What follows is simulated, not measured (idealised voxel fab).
process module | voxel released beams
cross-section cut | 285 nm wide | cells 5 nm
A cross-section is a grid of square cells, given in bands from the top down. A band is one or more rows of cells.
Each band's line starts with the height of the band's top and of its bottom, in nm. Then come its materials from left to right, each with its width in nm. One material with "throughout" fills the band from edge to edge. "air" is empty space.
Height 0 is the level under which the wafer as received is all one material. The lowest band goes on downwards, as in "0 down".
A width such as "30 to 40" changes by the same amount from each row of cells to the next, from the band's top row to its bottom row.
"no change" after a step means that no cell of the cross-section changed.
closed voids: empty space of 8 cells or more with no open way to the top, each as width x height at its distance from the left edge, in nm
after a step's settings: what the simulator itself notes on the step
overlay nm, on a step with a mask: how far to the right of its planned place the mask lay; to the left if negative
plan
1 op RECEIVE | material Si
2 op CONFORMAL_DEP | material SiN | thk nm 10
3 op DIRECTIONAL_DEP | material SiO2 | thk nm 10
4 op MASKED_ETCH | tone open | mask id ANCHOR | width nm 30 | etch materials SiO2 | depth nm 10 | overlay nm 0
5 op CONFORMAL_DEP | material polySi | thk nm 10
6 op DIRECTIONAL_DEP | material aC | thk nm 15
7 op PATTERN | tone cover | mask id BEAM | material resist | width nm 110 | thk nm 30 | overlay nm 0
8 op DIRECTIONAL_ETCH | etch materials aC | depth nm 15
9 op STRIP | etch materials resist
10 op DIRECTIONAL_ETCH | etch materials polySi | depth nm 10
11 op STRIP | etch materials aC
12 op STRIP | etch materials SiO2
as received, after step 1
  0 down: Si throughout
  closed voids: none
first wafer at the end, as planned
  30 to 20: air 85 | polySi 15 | air 10 | polySi 85 | air 90
  20 to 10: air 90 | polySi 30 | air 165
  10 to 0: SiN throughout
  0 down: Si throughout
  closed voids: none
second wafer at the end: like start, like plan, one mistake
  25 to 15: air 85 | polySi 15 | air 10 | polySi 85 | air 90
  15 to 5: air 90 | polySi 30 | air 165
  5 to 0: SiN throughout
  0 down: Si throughout
  closed voids: none
what went wrong: step 2 ran as: op CONFORMAL_DEP | material SiN | thk nm 5
at the end the second wafer has, in cells: 57 fewer of SiN
